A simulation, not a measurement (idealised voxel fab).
This section sets out a process module, namely voxel wiring stack.
Section cut is 250 nm wide and gridded with 5 nm square cells.
Heads up, the way a cross-section reads in here is a grid of square cells, handed over as bands from the top down, with every band being one or more rows of cells. Heads up on the band format: heights come first, top then bottom, in nm. After that it's the materials left to right, each with its width in nm. A single material flagged "throughout" fills the whole band edge to edge, and "air" means there's empty space there. Ref level 0: as-received wafer is one material below here. Bottom band extends down with no lower bound ("0 and below"). Think of "30 to 40" as a width that walks from the first number to the second as you go down the band, top row to bottom row, taking equal-sized steps from row to row. You'll sometimes find "no modification" written for a step, and that's the way of saying that nowhere in the cross-section did a cell change during that step. Each empty space that has no open way to the top and spans at least 8 cells appears under "Cavities, closed" as width x height at distance, the distance counted from the left edge, all in nm. What comes after the settings on a step's line is commentary from the simulator itself on that step. overlay nm: mask offset rightward from planned place, masked step; negative means leftward offset.
## So here's the lineup of process steps we planned
| 1 | op RECEIVE | material Si |
| 2 | op CONFORMAL_DEP | material SiO2 | thk nm 10 |
| 3 | op CONFORMAL_DEP | material SiCN | thk nm 5 |
| 4 | op DIRECTIONAL_DEP | material SiO2 | thk nm 15 |
| 5 | op DIRECTIONAL_DEP | material aC | thk nm 10 |
| 6 | op PATTERN | tone open | mask id METAL_1 | material resist | width nm 20 | pitch nm 35 | thk nm 25 | overlay nm 0 |
| 7 | op DIRECTIONAL_ETCH | etch materials aC | depth nm 10 |
| 8 | op STRIP | etch materials resist |
| 9 | op DIRECTIONAL_ETCH | etch materials SiO2 | depth nm 15 |
| 10 | op DIRECTIONAL_ETCH | etch materials SiCN | depth nm 5 |
| 11 | op STRIP | etch materials aC |
| 12 | op CONFORMAL_DEP | material TiN | thk nm 5 |
| 13 | op FILL_DEP | material Cu | thk nm 10 |
| 14 | op CMP | height nm 30 |
| 15 | op EPI | material Ru | thk nm 5 |
| 16 | op FILL_DEP | material SiCN | thk nm 5 |
| 17 | op DIRECTIONAL_DEP | material SiO2 | thk nm 15 |
| 18 | op DIRECTIONAL_DEP | material aC | thk nm 10 |
| 19 | op PATTERN | tone open | mask id PLUG_1 | material resist | width nm 15 | pitch nm 70 | thk nm 25 | overlay nm 0 |
| 20 | op DIRECTIONAL_ETCH | etch materials aC | depth nm 10 |
| 21 | op STRIP | etch materials resist |
| 22 | op DIRECTIONAL_ETCH | etch materials SiO2 | depth nm 15 |
| 23 | op DIRECTIONAL_ETCH | etch materials SiCN | depth nm 5 |
| 24 | op STRIP | etch materials aC |
| 25 | op CONFORMAL_DEP | material TiN | thk nm 5 |
| 26 | op FILL_DEP | material W | thk nm 5 |
| 27 | op CMP | height nm 55 |
| 28 | op DIRECTIONAL_DEP | material TiN | thk nm 5 |
| 29 | op DIRECTIONAL_DEP | material W | thk nm 25 |
| 30 | op MASKED_ETCH | tone cover | mask id METAL_2 | width nm 20 | pitch nm 35 | etch materials W | depth nm 25 | overlay nm 0 |
| 31 | op MASKED_ETCH | tone cover | mask id METAL_2 | width nm 20 | pitch nm 35 | etch materials TiN | depth nm 5 | overlay nm 0 |
| 32 | op CONFORMAL_DEP | material SiN | thk nm 5 |
| 33 | op FILL_DEP | material SiO2 | thk nm 5 |
| 34 | op CMP | height nm 85 |
| 35 | op CONFORMAL_DEP | material SiCN | thk nm 5 |
| 36 | op DIRECTIONAL_DEP | material lowk | thk nm 25 |
| 37 | op DIRECTIONAL_DEP | material aC | thk nm 10 |
| 38 | op PATTERN | tone open | mask id METAL_3 | material resist | width nm 20 | pitch nm 35 | thk nm 25 | overlay nm 0 |
| 39 | op DIRECTIONAL_ETCH | etch materials aC | depth nm 10 |
| 40 | op STRIP | etch materials resist |
| 41 | op DIRECTIONAL_ETCH | etch materials lowk | depth nm 15 |
| 42 | op STRIP | etch materials aC |
| 43 | op PATTERN | tone open | mask id METAL_3_HOLES | material resist | width nm 15 | pitch nm 35 | thk nm 20 | overlay nm 0 |
| 44 | op DIRECTIONAL_ETCH | etch materials lowk | depth nm 10 |
| 45 | op DIRECTIONAL_ETCH | etch materials SiCN | depth nm 5 |
| 46 | op STRIP | etch materials resist |
| 47 | op CONFORMAL_DEP | material TiN | thk nm 5 |
| 48 | op FILL_DEP | material Cu | thk nm 10 |
| 49 | op CMP | height nm 115 |
| 50 | op CONFORMAL_DEP | material SiN | thk nm 5 |
## The first of a set of two wafers, run to plan
## Received-state cross-section, reflecting completion of step 1
> 0 and below  Si throughout
> Cavities, closed: none
## Wafer xsec, post step 2
> 10 down to 0  SiO2 throughout
> Heights below 0 show no change.
## Wafer xsec, post step 3
> 15 down to 10  SiCN throughout
> Heights below 10 show no change.
## Wafer xsec, post step 4
> 30 down to 15  SiO2 throughout
> Heights below 15 show no change.
## Wafer xsec, post step 5
> 40 down to 30  aC throughout
> Heights below 30 show no change.
## Wafer xsec, post step 6
> 65 down to 40  80 nm resist / 20 nm air / 15 nm resist / 20 nm air / 15 nm resist / 20 nm air / 80 nm resist
> Heights below 40 show no change.
## Wafer xsec, post step 7
> 55 down to 40  80 nm resist / 20 nm air / 15 nm resist / 20 nm air / 15 nm resist / 20 nm air / 80 nm resist
> 40 down to 30  80 nm aC / 20 nm air / 15 nm aC / 20 nm air / 15 nm aC / 20 nm air / 80 nm aC
> Heights below 30 show no change.
## Wafer xsec, post step 8
> 40 down to 30  80 nm aC / 20 nm air / 15 nm aC / 20 nm air / 15 nm aC / 20 nm air / 80 nm aC
> Heights below 30 show no change.
## Wafer xsec, post step 9
> 40 down to 30  80 nm aC / 20 nm air / 15 nm aC / 20 nm air / 15 nm aC / 20 nm air / 80 nm aC
> 30 down to 15  80 nm SiO2 / 20 nm air / 15 nm SiO2 / 20 nm air / 15 nm SiO2 / 20 nm air / 80 nm SiO2
> Heights below 15 show no change.
## Wafer xsec, post step 10
> 40 down to 30  80 nm aC / 20 nm air / 15 nm aC / 20 nm air / 15 nm aC / 20 nm air / 80 nm aC
> 30 down to 15  80 nm SiO2 / 20 nm air / 15 nm SiO2 / 20 nm air / 15 nm SiO2 / 20 nm air / 80 nm SiO2
> 15 down to 10  80 nm SiCN / 20 nm air / 15 nm SiCN / 20 nm air / 15 nm SiCN / 20 nm air / 80 nm SiCN
> Heights below 10 show no change.
## Wafer xsec, post step 11
> 30 down to 15  80 nm SiO2 / 20 nm air / 15 nm SiO2 / 20 nm air / 15 nm SiO2 / 20 nm air / 80 nm SiO2
> Heights below 15 show no change.
## Wafer xsec, post step 12
> 35 down to 30  85 nm TiN / 10 nm air / 25 nm TiN / 10 nm air / 25 nm TiN / 10 nm air / 85 nm TiN
> 30 down to 15  80 nm SiO2 / 5 nm TiN / 10 nm air / 5 nm TiN / 15 nm SiO2 / 5 nm TiN / 10 nm air / 5 nm TiN / 15 nm SiO2 / 5 nm TiN / 10 nm air / 5 nm TiN / 80 nm SiO2
> 15 down to 10  80 nm SiCN / 20 nm TiN / 15 nm SiCN / 20 nm TiN / 15 nm SiCN / 20 nm TiN / 80 nm SiCN
> Heights below 10 show no change.
## Wafer xsec, post step 13
> 45 down to 35  Cu throughout
> 35 down to 30  85 nm TiN / 10 nm Cu / 25 nm TiN / 10 nm Cu / 25 nm TiN / 10 nm Cu / 85 nm TiN
> 30 down to 15  80 nm SiO2 / 5 nm TiN / 10 nm Cu / 5 nm TiN / 15 nm SiO2 / 5 nm TiN / 10 nm Cu / 5 nm TiN / 15 nm SiO2 / 5 nm TiN / 10 nm Cu / 5 nm TiN / 80 nm SiO2
> Heights below 15 show no change.
## Wafer xsec, post step 14
> 30 down to 15  80 nm SiO2 / 5 nm TiN / 10 nm Cu / 5 nm TiN / 15 nm SiO2 / 5 nm TiN / 10 nm Cu / 5 nm TiN / 15 nm SiO2 / 5 nm TiN / 10 nm Cu / 5 nm TiN / 80 nm SiO2
> Heights below 15 show no change.
## Wafer xsec, post step 15
> 35 down to 30  75 nm air / 30 nm Ru / 5 nm air / 30 nm Ru / 5 nm air / 30 nm Ru / 75 nm air
> Heights below 30 show no change.
## Wafer xsec, post step 16
> 40 down to 35  SiCN throughout
> 35 down to 30  75 nm SiCN / 30 nm Ru / 5 nm SiCN / 30 nm Ru / 5 nm SiCN / 30 nm Ru / 75 nm SiCN
> Heights below 30 show no change.
## Wafer xsec, post step 17
> 55 down to 40  SiO2 throughout
> Heights below 40 show no change.
## Wafer xsec, post step 18
> 65 down to 55  aC throughout
> Heights below 55 show no change.
## Wafer xsec, post step 19
> 90 down to 65  80 nm resist / 15 nm air / 55 nm resist / 15 nm air / 85 nm resist
> Heights below 65 show no change.
## Wafer xsec, post step 20
> 80 down to 65  80 nm resist / 15 nm air / 55 nm resist / 15 nm air / 85 nm resist
> 65 down to 55  80 nm aC / 15 nm air / 55 nm aC / 15 nm air / 85 nm aC
> Heights below 55 show no change.
## Wafer xsec, post step 21
> 65 down to 55  80 nm aC / 15 nm air / 55 nm aC / 15 nm air / 85 nm aC
> Heights below 55 show no change.
## Wafer xsec, post step 22
> 65 down to 55  80 nm aC / 15 nm air / 55 nm aC / 15 nm air / 85 nm aC
> 55 down to 40  80 nm SiO2 / 15 nm air / 55 nm SiO2 / 15 nm air / 85 nm SiO2
> Heights below 40 show no change.
## Wafer xsec, post step 23
> 65 down to 55  80 nm aC / 15 nm air / 55 nm aC / 15 nm air / 85 nm aC
> 55 down to 40  80 nm SiO2 / 15 nm air / 55 nm SiO2 / 15 nm air / 85 nm SiO2
> 40 down to 35  80 nm SiCN / 15 nm air / 55 nm SiCN / 15 nm air / 85 nm SiCN
> Heights below 35 show no change.
## Wafer xsec, post step 24
> 55 down to 40  80 nm SiO2 / 15 nm air / 55 nm SiO2 / 15 nm air / 85 nm SiO2
> Heights below 40 show no change.
## Wafer xsec, post step 25
> 60 down to 55  85 nm TiN / 5 nm air / 65 nm TiN / 5 nm air / 90 nm TiN
> 55 down to 40  80 nm SiO2 / 5 nm TiN / 5 nm air / 5 nm TiN / 55 nm SiO2 / 5 nm TiN / 5 nm air / 5 nm TiN / 85 nm SiO2
> 40 down to 35  80 nm SiCN / 15 nm TiN / 55 nm SiCN / 15 nm TiN / 85 nm SiCN
> Heights below 35 show no change.
## Wafer xsec, post step 26
> 65 down to 60  W throughout
> 60 down to 55  85 nm TiN / 5 nm W / 65 nm TiN / 5 nm W / 90 nm TiN
> 55 down to 40  80 nm SiO2 / 5 nm TiN / 5 nm W / 5 nm TiN / 55 nm SiO2 / 5 nm TiN / 5 nm W / 5 nm TiN / 85 nm SiO2
> Heights below 40 show no change.
## Wafer xsec, post step 27
> 55 down to 40  80 nm SiO2 / 5 nm TiN / 5 nm W / 5 nm TiN / 55 nm SiO2 / 5 nm TiN / 5 nm W / 5 nm TiN / 85 nm SiO2
> Heights below 40 show no change.
## Wafer xsec, post step 28
> 60 down to 55  TiN throughout
> Heights below 55 show no change.
## Wafer xsec, post step 29
> 85 down to 60  W throughout
> Heights below 60 show no change.
## Wafer xsec, post step 30
> 85 down to 60  80 nm air / 20 nm W / 15 nm air / 20 nm W / 15 nm air / 20 nm W / 80 nm air
> Heights below 60 show no change.
## Wafer xsec, post step 31
> 85 down to 60  80 nm air / 20 nm W / 15 nm air / 20 nm W / 15 nm air / 20 nm W / 80 nm air
> 60 down to 55  80 nm air / 20 nm TiN / 15 nm air / 20 nm TiN / 15 nm air / 20 nm TiN / 80 nm air
> Heights below 55 show no change.
## Wafer xsec, post step 32
> 90 down to 85  75 nm air / 30 nm SiN / 5 nm air / 30 nm SiN / 5 nm air / 30 nm SiN / 75 nm air
> 85 down to 60  75 nm air / 5 nm SiN / 20 nm W / 5 nm SiN / 5 nm air / 5 nm SiN / 20 nm W / 5 nm SiN / 5 nm air / 5 nm SiN / 20 nm W / 5 nm SiN / 75 nm air
> 60 down to 55  80 nm SiN / 20 nm TiN / 15 nm SiN / 20 nm TiN / 15 nm SiN / 20 nm TiN / 80 nm SiN
> Heights below 55 show no change.
## Wafer xsec, post step 33
> 95 down to 90  SiO2 throughout
> 90 down to 85  75 nm SiO2 / 30 nm SiN / 5 nm SiO2 / 30 nm SiN / 5 nm SiO2 / 30 nm SiN / 75 nm SiO2
> 85 down to 60  75 nm SiO2 / 5 nm SiN / 20 nm W / 5 nm SiN / 5 nm SiO2 / 5 nm SiN / 20 nm W / 5 nm SiN / 5 nm SiO2 / 5 nm SiN / 20 nm W / 5 nm SiN / 75 nm SiO2
> Heights below 60 show no change.
## Wafer xsec, post step 34
> 85 down to 60  75 nm SiO2 / 5 nm SiN / 20 nm W / 5 nm SiN / 5 nm SiO2 / 5 nm SiN / 20 nm W / 5 nm SiN / 5 nm SiO2 / 5 nm SiN / 20 nm W / 5 nm SiN / 75 nm SiO2
> Heights below 60 show no change.
## Wafer xsec, post step 35
> 90 down to 85  SiCN throughout
> Heights below 85 show no change.
## Wafer xsec, post step 36
> 115 down to 90  lowk throughout
> Heights below 90 show no change.
## Wafer xsec, post step 37
> 125 down to 115  aC throughout
> Heights below 115 show no change.
## Wafer xsec, post step 38
> 150 down to 125  80 nm resist / 20 nm air / 15 nm resist / 20 nm air / 15 nm resist / 20 nm air / 80 nm resist
> Heights below 125 show no change.
## Wafer xsec, post step 39
> 140 down to 125  80 nm resist / 20 nm air / 15 nm resist / 20 nm air / 15 nm resist / 20 nm air / 80 nm resist
> 125 down to 115  80 nm aC / 20 nm air / 15 nm aC / 20 nm air / 15 nm aC / 20 nm air / 80 nm aC
> Heights below 115 show no change.
## Wafer xsec, post step 40
> 125 down to 115  80 nm aC / 20 nm air / 15 nm aC / 20 nm air / 15 nm aC / 20 nm air / 80 nm aC
> Heights below 115 show no change.
## Wafer xsec, post step 41
> 125 down to 115  80 nm aC / 20 nm air / 15 nm aC / 20 nm air / 15 nm aC / 20 nm air / 80 nm aC
> 115 down to 100  80 nm lowk / 20 nm air / 15 nm lowk / 20 nm air / 15 nm lowk / 20 nm air / 80 nm lowk
> Heights below 100 show no change.
## Wafer xsec, post step 42
> 115 down to 100  80 nm lowk / 20 nm air / 15 nm lowk / 20 nm air / 15 nm lowk / 20 nm air / 80 nm lowk
> Heights below 100 show no change.
## Wafer xsec, post step 43
> 135 down to 115  80 nm resist / 15 nm air / 20 nm resist / 15 nm air / 20 nm resist / 15 nm air / 85 nm resist
> 115 down to 100  80 nm lowk / 15 nm air / 5 nm resist / 15 nm lowk / 15 nm air / 5 nm resist / 15 nm lowk / 15 nm air / 5 nm resist / 80 nm lowk
> Heights below 100 show no change.
## Wafer xsec, post step 44
> 135 down to 115  80 nm resist / 15 nm air / 20 nm resist / 15 nm air / 20 nm resist / 15 nm air / 85 nm resist
> 115 down to 100  80 nm lowk / 15 nm air / 5 nm resist / 15 nm lowk / 15 nm air / 5 nm resist / 15 nm lowk / 15 nm air / 5 nm resist / 80 nm lowk
> 100 down to 90  80 nm lowk / 15 nm air / 20 nm lowk / 15 nm air / 20 nm lowk / 15 nm air / 85 nm lowk
> Heights below 90 show no change.
## Wafer xsec, post step 45
> 135 down to 115  80 nm resist / 15 nm air / 20 nm resist / 15 nm air / 20 nm resist / 15 nm air / 85 nm resist
> 115 down to 100  80 nm lowk / 15 nm air / 5 nm resist / 15 nm lowk / 15 nm air / 5 nm resist / 15 nm lowk / 15 nm air / 5 nm resist / 80 nm lowk
> 100 down to 90  80 nm lowk / 15 nm air / 20 nm lowk / 15 nm air / 20 nm lowk / 15 nm air / 85 nm lowk
> 90 down to 85  80 nm SiCN / 15 nm air / 20 nm SiCN / 15 nm air / 20 nm SiCN / 15 nm air / 85 nm SiCN
> Heights below 85 show no change.
## Wafer xsec, post step 46
> 115 down to 100  80 nm lowk / 20 nm air / 15 nm lowk / 20 nm air / 15 nm lowk / 20 nm air / 80 nm lowk
> Heights below 100 show no change.
## Wafer xsec, post step 47
> 120 down to 115  85 nm TiN / 10 nm air / 25 nm TiN / 10 nm air / 25 nm TiN / 10 nm air / 85 nm TiN
> 115 down to 105  80 nm lowk / 5 nm TiN / 10 nm air / 5 nm TiN / 15 nm lowk / 5 nm TiN / 10 nm air / 5 nm TiN / 15 nm lowk / 5 nm TiN / 10 nm air / 5 nm TiN / 80 nm lowk
> 105 down to 100  80 nm lowk / 5 nm TiN / 5 nm air / 10 nm TiN / 15 nm lowk / 5 nm TiN / 5 nm air / 10 nm TiN / 15 nm lowk / 5 nm TiN / 5 nm air / 10 nm TiN / 80 nm lowk
> 100 down to 90  80 nm lowk / 5 nm TiN / 5 nm air / 5 nm TiN / 20 nm lowk / 5 nm TiN / 5 nm air / 5 nm TiN / 20 nm lowk / 5 nm TiN / 5 nm air / 5 nm TiN / 85 nm lowk
> 90 down to 85  80 nm SiCN / 15 nm TiN / 20 nm SiCN / 15 nm TiN / 20 nm SiCN / 15 nm TiN / 85 nm SiCN
> Heights below 85 show no change.
## Wafer xsec, post step 48
> 130 down to 120  Cu throughout
> 120 down to 115  85 nm TiN / 10 nm Cu / 25 nm TiN / 10 nm Cu / 25 nm TiN / 10 nm Cu / 85 nm TiN
> 115 down to 105  80 nm lowk / 5 nm TiN / 10 nm Cu / 5 nm TiN / 15 nm lowk / 5 nm TiN / 10 nm Cu / 5 nm TiN / 15 nm lowk / 5 nm TiN / 10 nm Cu / 5 nm TiN / 80 nm lowk
> 105 down to 100  80 nm lowk / 5 nm TiN / 5 nm Cu / 10 nm TiN / 15 nm lowk / 5 nm TiN / 5 nm Cu / 10 nm TiN / 15 nm lowk / 5 nm TiN / 5 nm Cu / 10 nm TiN / 80 nm lowk
> 100 down to 90  80 nm lowk / 5 nm TiN / 5 nm Cu / 5 nm TiN / 20 nm lowk / 5 nm TiN / 5 nm Cu / 5 nm TiN / 20 nm lowk / 5 nm TiN / 5 nm Cu / 5 nm TiN / 85 nm lowk
> Heights below 90 show no change.
## Wafer xsec, post step 49
> 115 down to 105  80 nm lowk / 5 nm TiN / 10 nm Cu / 5 nm TiN / 15 nm lowk / 5 nm TiN / 10 nm Cu / 5 nm TiN / 15 nm lowk / 5 nm TiN / 10 nm Cu / 5 nm TiN / 80 nm lowk
> Heights below 105 show no change.
## Wafer xsec, post step 50
> 120 down to 115  SiN throughout
> Heights below 115 show no change.
## What follows concerns the second wafer, which started out like the first and was meant to follow the very same plan; one mistake crept in when it was run, but everything up to and including step 37 is the same as for the first wafer
## Second wafer cross-section, taken as of the time the plan sets for step 38 to be done
> 150 down to 125  85 nm resist / 15 nm air / 20 nm resist / 15 nm air / 20 nm resist / 15 nm air / 80 nm resist
> Heights below 125 show no change.
## Second wafer cross-section, taken as of the time the plan sets for step 39 to be done
> 140 down to 125  85 nm resist / 15 nm air / 20 nm resist / 15 nm air / 20 nm resist / 15 nm air / 80 nm resist
> 125 down to 115  85 nm aC / 15 nm air / 20 nm aC / 15 nm air / 20 nm aC / 15 nm air / 80 nm aC
> Heights below 115 show no change.
## Second wafer cross-section, taken as of the time the plan sets for step 40 to be done
> 125 down to 115  85 nm aC / 15 nm air / 20 nm aC / 15 nm air / 20 nm aC / 15 nm air / 80 nm aC
> Heights below 115 show no change.
## Second wafer cross-section, taken as of the time the plan sets for step 41 to be done
> 125 down to 115  85 nm aC / 15 nm air / 20 nm aC / 15 nm air / 20 nm aC / 15 nm air / 80 nm aC
> 115 down to 100  85 nm lowk / 15 nm air / 20 nm lowk / 15 nm air / 20 nm lowk / 15 nm air / 80 nm lowk
> Heights below 100 show no change.
## Second wafer cross-section, taken as of the time the plan sets for step 42 to be done
> 115 down to 100  85 nm lowk / 15 nm air / 20 nm lowk / 15 nm air / 20 nm lowk / 15 nm air / 80 nm lowk
> Heights below 100 show no change.
## Second wafer cross-section, taken as of the time the plan sets for step 43 to be done
> 135 down to 115  80 nm resist / 15 nm air / 20 nm resist / 15 nm air / 20 nm resist / 15 nm air / 85 nm resist
> 115 down to 100  85 nm lowk / 10 nm air / 5 nm resist / 20 nm lowk / 10 nm air / 5 nm resist / 20 nm lowk / 10 nm air / 5 nm resist / 80 nm lowk
> Heights below 100 show no change.
## Second wafer cross-section, taken as of the time the plan sets for step 44 to be done
> 135 down to 115  80 nm resist / 15 nm air / 20 nm resist / 15 nm air / 20 nm resist / 15 nm air / 85 nm resist
> 115 down to 105  80 nm lowk / 15 nm air / 5 nm resist / 15 nm lowk / 15 nm air / 5 nm resist / 15 nm lowk / 15 nm air / 5 nm resist / 80 nm lowk
> 105 down to 100  85 nm lowk / 10 nm air / 5 nm resist / 20 nm lowk / 10 nm air / 5 nm resist / 20 nm lowk / 10 nm air / 5 nm resist / 80 nm lowk
> 100 down to 90  85 nm lowk / 10 nm air / 25 nm lowk / 10 nm air / 25 nm lowk / 10 nm air / 85 nm lowk
> Heights below 90 show no change.
## Second wafer cross-section, taken as of the time the plan sets for step 45 to be done
> 135 down to 115  80 nm resist / 15 nm air / 20 nm resist / 15 nm air / 20 nm resist / 15 nm air / 85 nm resist
> 115 down to 105  80 nm lowk / 15 nm air / 5 nm resist / 15 nm lowk / 15 nm air / 5 nm resist / 15 nm lowk / 15 nm air / 5 nm resist / 80 nm lowk
> 105 down to 100  85 nm lowk / 10 nm air / 5 nm resist / 20 nm lowk / 10 nm air / 5 nm resist / 20 nm lowk / 10 nm air / 5 nm resist / 80 nm lowk
> 100 down to 90  85 nm lowk / 10 nm air / 25 nm lowk / 10 nm air / 25 nm lowk / 10 nm air / 85 nm lowk
> 90 down to 85  85 nm SiCN / 10 nm air / 25 nm SiCN / 10 nm air / 25 nm SiCN / 10 nm air / 85 nm SiCN
> Heights below 85 show no change.
## Second wafer cross-section, taken as of the time the plan sets for step 46 to be done
> 115 down to 105  80 nm lowk / 20 nm air / 15 nm lowk / 20 nm air / 15 nm lowk / 20 nm air / 80 nm lowk
> 105 down to 100  85 nm lowk / 15 nm air / 20 nm lowk / 15 nm air / 20 nm lowk / 15 nm air / 80 nm lowk
> Heights below 100 show no change.
## Second wafer cross-section, taken as of the time the plan sets for step 47 to be done
> 120 down to 115  85 nm TiN / 10 nm air / 25 nm TiN / 10 nm air / 25 nm TiN / 10 nm air / 85 nm TiN
> 115 down to 105  80 nm lowk / 5 to 10 nm TiN / 10 to 5 nm air / 5 nm TiN / 15 nm lowk / 5 to 10 nm TiN / 10 to 5 nm air / 5 nm TiN / 15 nm lowk / 5 to 10 nm TiN / 10 to 5 nm air / 5 nm TiN / 80 nm lowk
> 105 down to 100  85 nm lowk / 15 nm TiN / 20 nm lowk / 15 nm TiN / 20 nm lowk / 15 nm TiN / 80 nm lowk
> 100 down to 90  85 nm lowk / 10 nm TiN / 25 nm lowk / 10 nm TiN / 25 nm lowk / 10 nm TiN / 85 nm lowk
> 90 down to 85  85 nm SiCN / 10 nm TiN / 25 nm SiCN / 10 nm TiN / 25 nm SiCN / 10 nm TiN / 85 nm SiCN
> Heights below 85 show no change.
## Second wafer cross-section, taken as of the time the plan sets for step 48 to be done
> 130 down to 120  Cu throughout
> 120 down to 115  85 nm TiN / 10 nm Cu / 25 nm TiN / 10 nm Cu / 25 nm TiN / 10 nm Cu / 85 nm TiN
> 115 down to 105  80 nm lowk / 5 to 10 nm TiN / 10 to 5 nm Cu / 5 nm TiN / 15 nm lowk / 5 to 10 nm TiN / 10 to 5 nm Cu / 5 nm TiN / 15 nm lowk / 5 to 10 nm TiN / 10 to 5 nm Cu / 5 nm TiN / 80 nm lowk
> Heights below 105 show no change.
## Second wafer cross-section, taken as of the time the plan sets for step 49 to be done
> 115 down to 105  80 nm lowk / 5 to 10 nm TiN / 10 to 5 nm Cu / 5 nm TiN / 15 nm lowk / 5 to 10 nm TiN / 10 to 5 nm Cu / 5 nm TiN / 15 nm lowk / 5 to 10 nm TiN / 10 to 5 nm Cu / 5 nm TiN / 80 nm lowk
> Heights below 105 show no change.
## Second wafer cross-section, taken as of the time the plan sets for step 50 to be done
> 120 down to 115  SiN throughout
> Heights below 115 show no change.
Heads up, the wafer didn't run the way we planned it: rather than as planned, step 38 actually ran as op PATTERN | tone open | mask id METAL_3 | material resist | width nm 15 | pitch nm 35 | thk nm 25 | overlay nm 0
FYI, end of process, the second wafer has more or fewer cells of some materials than the first: Cu -12; SiCN +3; lowk +9
